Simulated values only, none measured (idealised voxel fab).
voxel spacer lines: a process module
For reference, the cross-section in this document is cut, with width 260 nm and square cells of 5 nm.
Cross-section spec: square-cell grid; bands listed top down; each band is one or more rows.
Band entry format. Leading values: height of top, height of bottom, nm. Remainder: materials in left-to-right order, each with its width in nm. Special words: "all across" on a single material, which then fills the band edge to edge; "empty", empty space.
Height 0 is the level under which the wafer as received is all one material. The lowest band goes on downwards, as in "0 nm and below".
The two numbers in a width such as "30 to 40" mark its ends across the band: the first belongs to the top row of cells, the second to the bottom row, and from each row to the next the width moves by the same amount.
The designation "left unchanged", where it is given for a processing step, indicates that no cell of the cross-section was altered in the course of that step.
Any empty space of 8 cells or more lacking an open way to the top shows up in "Enclosed void entries" as width x height at distance, distance from the left edge, in nm.
Formally, on a step line, whatever follows the settings is a remark that the simulator itself makes on the step.
overlay nm: mask right of planned place by this much (step with mask). Neg. = left.

## So here's the lineup of process steps we planned
- 1: RECEIVE,material Si
- 2: CONFORMAL_DEP,material SiO2,thk nm 5
- 3: DIRECTIONAL_DEP,material TiN,thk nm 15
- 4: DIRECTIONAL_DEP,material aC,thk nm 25
- 5: PATTERN,tone cover,mask id MANDREL,material resist,width nm 15,pitch nm 80,thk nm 35,overlay nm 0
- 6: DIRECTIONAL_ETCH,etch materials aC,depth nm 25
- 7: STRIP,etch materials resist
- 8: CONFORMAL_DEP,material SiN,thk nm 15
- 9: DIRECTIONAL_ETCH,etch materials SiN,depth nm 15
- 10: STRIP,etch materials aC
- 11: DIRECTIONAL_ETCH,etch materials TiN,depth nm 15
- 12: STRIP,etch materials SiN
Heads up: all these wafers start the same, and what changes between them is the width nm in step 5. The value you see in the plan is just what the first wafer got.

## After step 1, as received: first of several wafers, cross-section
* 0 nm and below = Si all across
* Enclosed void entries: none

## First wafer of several, cross-section, module end, after step 12 (last)
* 20 nm to 5 nm = 25 of empty / 15 of TiN / 15 of empty / 15 of TiN / 35 of empty / 15 of TiN / 15 of empty / 15 of TiN / 35 of empty / 15 of TiN / 15 of empty / 15 of TiN / 30 of empty
* 5 nm to 0 nm = SiO2 all across
* 0 nm and below = Si all across
* Enclosed void entries: none

## Cross-section, last wafer, module completion
* 20 nm to 5 nm = 15 of empty / 15 of TiN / 40 of empty / 15 of TiN / 10 of empty / 15 of TiN / 40 of empty / 15 of TiN / 10 of empty / 15 of TiN / 40 of empty / 15 of TiN / 15 of empty
* 5 nm to 0 nm = SiO2 all across
* 0 nm and below = Si all across
* Enclosed void entries: none

## Gained (+) or lost (-) cells of each material since receipt, then closed voids: one row per wafer, at the end of the module
width nm 15, +52 SiO2, +54 TiN, Enclosed void entries: none
width nm 20, +52 SiO2, +54 TiN, Enclosed void entries: none
width nm 25, +52 SiO2, +54 TiN, Enclosed void entries: none
width nm 30, +52 SiO2, +54 TiN, Enclosed void entries: none
width nm 35, +52 SiO2, +54 TiN, Enclosed void entries: none
width nm 40, +52 SiO2, +54 TiN, Enclosed void entries: none
